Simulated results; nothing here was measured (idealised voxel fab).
This is a process module. Its name is voxel fin reveal.
The figure presents cross-section cut, which has a width of 295 nm and is divided into square cells with an edge length of 5 nm.
When this document writes out a cross-section, it uses a grid of square cells and lists it as bands, beginning at the top and moving down, with a band standing for one or more rows of cells. It is stipulated that each band's entry specify, in nanometres, the height of the top of the band and then that of its bottom, followed by the materials of the band in left-to-right sequence, each together with its width in nanometres. A single material marked by the word "all across" is understood to fill the band from edge to edge; the word "air" is understood to denote empty space. The reference from which all heights are counted is 0, the level beneath which the as-received wafer is entirely one material; the lowest band, having no lower bound, proceeds downward and is written after the example "0 nm and below". A two-number width, for instance "30 to 40", indicates that the width is equal to the first number in the top row of the band and to the second number in the bottom row, and that it changes by a constant amount per row of cells. "no modification" -> step changed no cross-section cell. "Closed cavities" lists enclosed empty spaces (at least 8 cells, no open path upward to the top), each as width x height at distance from the left edge, in nm. Where a step's line continues beyond its settings, the continuation is a remark by the simulator itself on that step. overlay nm: mask offset rightward from planned place, masked step; negative means leftward offset.

Plan:
| 1 | RECEIVE with material Si |
| 2 | CONFORMAL_DEP with material SiN, thk nm 5 |
| 3 | PATTERN with tone cover, mask id FINS, material resist, width nm 15, pitch nm 40, thk nm 15, overlay nm 0 |
| 4 | DIRECTIONAL_ETCH with etch materials SiN, depth nm 5 |
| 5 | DIRECTIONAL_ETCH with etch materials Si, depth nm 40 |
| 6 | STRIP with etch materials resist |
| 7 | FILL_DEP with material SiO2, thk nm 5 |
| 8 | CMP with height nm 5 |
| 9 | SELECTIVE_ETCH with etch materials SiO2, depth nm 30 |
| 10 | STRIP with etch materials SiN |
| 11 | CONFORMAL_DEP with material SiO2, thk nm 5 |

First of two wafers - as planned:

Incoming wafer in cross-section (state: after step 1):
  0 nm and below = Si all across
  Closed cavities: none

Step 2 complete: cross-section through the wafer:
  5 nm to 0 nm = SiN all across
  Everything below 0 is unchanged.

Step 3 complete: cross-section through the wafer:
  20 nm to 5 nm = air 80, then resist 15, then air 25, then resist 15, then air 25, then resist 15, then air 25, then resist 15, then air 80
  Everything below 5 is unchanged.

Step 4 complete: cross-section through the wafer:
  20 nm to 5 nm = air 80, then resist 15, then air 25, then resist 15, then air 25, then resist 15, then air 25, then resist 15, then air 80
  5 nm to 0 nm = air 80, then SiN 15, then air 25, then SiN 15, then air 25, then SiN 15, then air 25, then SiN 15, then air 80
  Everything below 0 is unchanged.

Step 5 complete: cross-section through the wafer:
  20 nm to 5 nm = air 80, then resist 15, then air 25, then resist 15, then air 25, then resist 15, then air 25, then resist 15, then air 80
  5 nm to 0 nm = air 80, then SiN 15, then air 25, then SiN 15, then air 25, then SiN 15, then air 25, then SiN 15, then air 80
  0 nm to -40 nm = air 80, then Si 15, then air 25, then Si 15, then air 25, then Si 15, then air 25, then Si 15, then air 80
  Everything below -40 is unchanged.

Step 6 complete: cross-section through the wafer:
  5 nm to 0 nm = air 80, then SiN 15, then air 25, then SiN 15, then air 25, then SiN 15, then air 25, then SiN 15, then air 80
  Everything below 0 is unchanged.

Step 7 complete: cross-section through the wafer:
  10 nm to 5 nm = SiO2 all across
  5 nm to 0 nm = SiO2 80, then SiN 15, then SiO2 25, then SiN 15, then SiO2 25, then SiN 15, then SiO2 25, then SiN 15, then SiO2 80
  0 nm to -40 nm = SiO2 80, then Si 15, then SiO2 25, then Si 15, then SiO2 25, then Si 15, then SiO2 25, then Si 15, then SiO2 80
  Everything below -40 is unchanged.

Step 8 complete: cross-section through the wafer:
  5 nm to 0 nm = SiO2 80, then SiN 15, then SiO2 25, then SiN 15, then SiO2 25, then SiN 15, then SiO2 25, then SiN 15, then SiO2 80
  Everything below 0 is unchanged.

Step 9 complete: cross-section through the wafer:
  5 nm to 0 nm = air 80, then SiN 15, then air 25, then SiN 15, then air 25, then SiN 15, then air 25, then SiN 15, then air 80
  0 nm to -25 nm = air 80, then Si 15, then air 25, then Si 15, then air 25, then Si 15, then air 25, then Si 15, then air 80
  Everything below -25 is unchanged.

Step 10 complete: cross-section through the wafer:
  0 nm to -25 nm = air 80, then Si 15, then air 25, then Si 15, then air 25, then Si 15, then air 25, then Si 15, then air 80
  Everything below -25 is unchanged.

Step 11 complete: cross-section through the wafer:
  5 nm to 0 nm = air 75, then SiO2 25, then air 15, then SiO2 25, then air 15, then SiO2 25, then air 15, then SiO2 25, then air 75
  0 nm to -20 nm = air 75, then SiO2 5, then Si 15, then SiO2 5, then air 15, then SiO2 5, then Si 15, then SiO2 5, then air 15, then SiO2 5, then Si 15, then SiO2 5, then air 15, then SiO2 5, then Si 15, then SiO2 5, then air 75
  -20 nm to -40 nm = SiO2 80, then Si 15, then SiO2 25, then Si 15, then SiO2 25, then Si 15, then SiO2 25, then Si 15, then SiO2 80
  Everything below -40 is unchanged.

The Second Wafer: Common Origin and Plan, One Mistake in Execution, Identical to the First Through Step 10:

Second wafer shown in cross-section at the time step 11 was slated to end: no modification
Heads up, the wafer didn't run the way we planned it: step 11 from the plan never happened, it was just skipped
Materials where the second wafer ends with more or fewer cells than the first: -99 SiO2
